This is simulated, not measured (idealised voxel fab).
process module | voxel fin reveal
cross-section cut | 235 nm wide | cells 5 nm
A cross-section is a grid of square cells, given in bands from the top down. A band is one or more rows of cells.
Each band's line starts with the height of the band's top and of its bottom, in nm. Then come its materials from left to right, each with its width in nm. One material with "throughout" fills the band from edge to edge. "air" is empty space.
Height 0 is the level under which the wafer as received is all one material. The lowest band goes on downwards, as in "0 down".
A width such as "30 to 40" changes by the same amount from each row of cells to the next, from the band's top row to its bottom row.
"no change" after a step means that no cell of the cross-section changed.
closed voids: empty space of 8 cells or more with no open way to the top, each as width x height at its distance from the left edge, in nm
after a step's settings: what the simulator itself notes on the step
overlay nm, on a step with a mask: how far to the right of its planned place the mask lay; to the left if negative
plan
1 op RECEIVE | material Si
2 op CONFORMAL_DEP | material SiN | thk nm 5
3 op PATTERN | tone cover | mask id FINS | material resist | width nm 15 | pitch nm 40 | thk nm 20 | overlay nm 0
4 op DIRECTIONAL_ETCH | etch materials SiN | depth nm 5
5 op DIRECTIONAL_ETCH | etch materials Si | depth nm 40
6 op STRIP | etch materials resist
7 op FILL_DEP | material SiO2 | thk nm 10
8 op CMP | height nm 5
9 op SELECTIVE_ETCH | etch materials SiO2 | depth nm 30
10 op STRIP | etch materials SiN
11 op CONFORMAL_DEP | material SiO2 | thk nm 5
first wafer, as planned
as received, after step 1
  0 down: Si throughout
  closed voids: none
after step 2
  5 to 0: SiN throughout
  below 0: unchanged
after step 3
  25 to 5: air 50 | resist 15 | air 25 | resist 15 | air 25 | resist 15 | air 25 | resist 15 | air 50
  below 5: unchanged
after step 4
  25 to 5: air 50 | resist 15 | air 25 | resist 15 | air 25 | resist 15 | air 25 | resist 15 | air 50
  5 to 0: air 50 | SiN 15 | air 25 | SiN 15 | air 25 | SiN 15 | air 25 | SiN 15 | air 50
  below 0: unchanged
after step 5
  25 to 5: air 50 | resist 15 | air 25 | resist 15 | air 25 | resist 15 | air 25 | resist 15 | air 50
  5 to 0: air 50 | SiN 15 | air 25 | SiN 15 | air 25 | SiN 15 | air 25 | SiN 15 | air 50
  0 to -40: air 50 | Si 15 | air 25 | Si 15 | air 25 | Si 15 | air 25 | Si 15 | air 50
  below -40: unchanged
after step 6
  5 to 0: air 50 | SiN 15 | air 25 | SiN 15 | air 25 | SiN 15 | air 25 | SiN 15 | air 50
  below 0: unchanged
after step 7
  15 to 5: SiO2 throughout
  5 to 0: SiO2 50 | SiN 15 | SiO2 25 | SiN 15 | SiO2 25 | SiN 15 | SiO2 25 | SiN 15 | SiO2 50
  0 to -40: SiO2 50 | Si 15 | SiO2 25 | Si 15 | SiO2 25 | Si 15 | SiO2 25 | Si 15 | SiO2 50
  below -40: unchanged
after step 8
  5 to 0: SiO2 50 | SiN 15 | SiO2 25 | SiN 15 | SiO2 25 | SiN 15 | SiO2 25 | SiN 15 | SiO2 50
  below 0: unchanged
after step 9
  5 to 0: air 50 | SiN 15 | air 25 | SiN 15 | air 25 | SiN 15 | air 25 | SiN 15 | air 50
  0 to -25: air 50 | Si 15 | air 25 | Si 15 | air 25 | Si 15 | air 25 | Si 15 | air 50
  below -25: unchanged
after step 10
  0 to -25: air 50 | Si 15 | air 25 | Si 15 | air 25 | Si 15 | air 25 | Si 15 | air 50
  below -25: unchanged
after step 11
  5 to 0: air 45 | SiO2 25 | air 15 | SiO2 25 | air 15 | SiO2 25 | air 15 | SiO2 25 | air 45
  0 to -20: air 45 | SiO2 5 | Si 15 | SiO2 5 | air 15 | SiO2 5 | Si 15 | SiO2 5 | air 15 | SiO2 5 | Si 15 | SiO2 5 | air 15 | SiO2 5 | Si 15 | SiO2 5 | air 45
  -20 to -40: SiO2 50 | Si 15 | SiO2 25 | Si 15 | SiO2 25 | Si 15 | SiO2 25 | Si 15 | SiO2 50
  below -40: unchanged
second wafer: like start, like plan, one mistake. Through step 9 it matches the first wafer
when step 10 should have ended
  5 to 0: air 50 | SiN 15 | air 25 | SiN 15 | air 25 | SiN 15 | air 25 | SiN 15 | air 50
  0 to -40: air 50 | Si 15 | air 25 | Si 15 | air 25 | Si 15 | air 25 | Si 15 | air 50
  below -40: unchanged
when step 11 should have ended
  10 to 5: air 45 | SiO2 25 | air 15 | SiO2 25 | air 15 | SiO2 25 | air 15 | SiO2 25 | air 45
  5 to 0: air 45 | SiO2 5 | SiN 15 | SiO2 5 | air 15 | SiO2 5 | SiN 15 | SiO2 5 | air 15 | SiO2 5 | SiN 15 | SiO2 5 | air 15 | SiO2 5 | SiN 15 | SiO2 5 | air 45
  0 to -35: air 45 | SiO2 5 | Si 15 | SiO2 5 | air 15 | SiO2 5 | Si 15 | SiO2 5 | air 15 | SiO2 5 | Si 15 | SiO2 5 | air 15 | SiO2 5 | Si 15 | SiO2 5 | air 45
  -35 to -40: SiO2 50 | Si 15 | SiO2 25 | Si 15 | SiO2 25 | Si 15 | SiO2 25 | Si 15 | SiO2 50
  below -40: unchanged
what went wrong: step 10 ran as: op STRIP | etch materials SiO2
at the end the second wafer has, in cells: 12 more of SiN | 73 fewer of SiO2
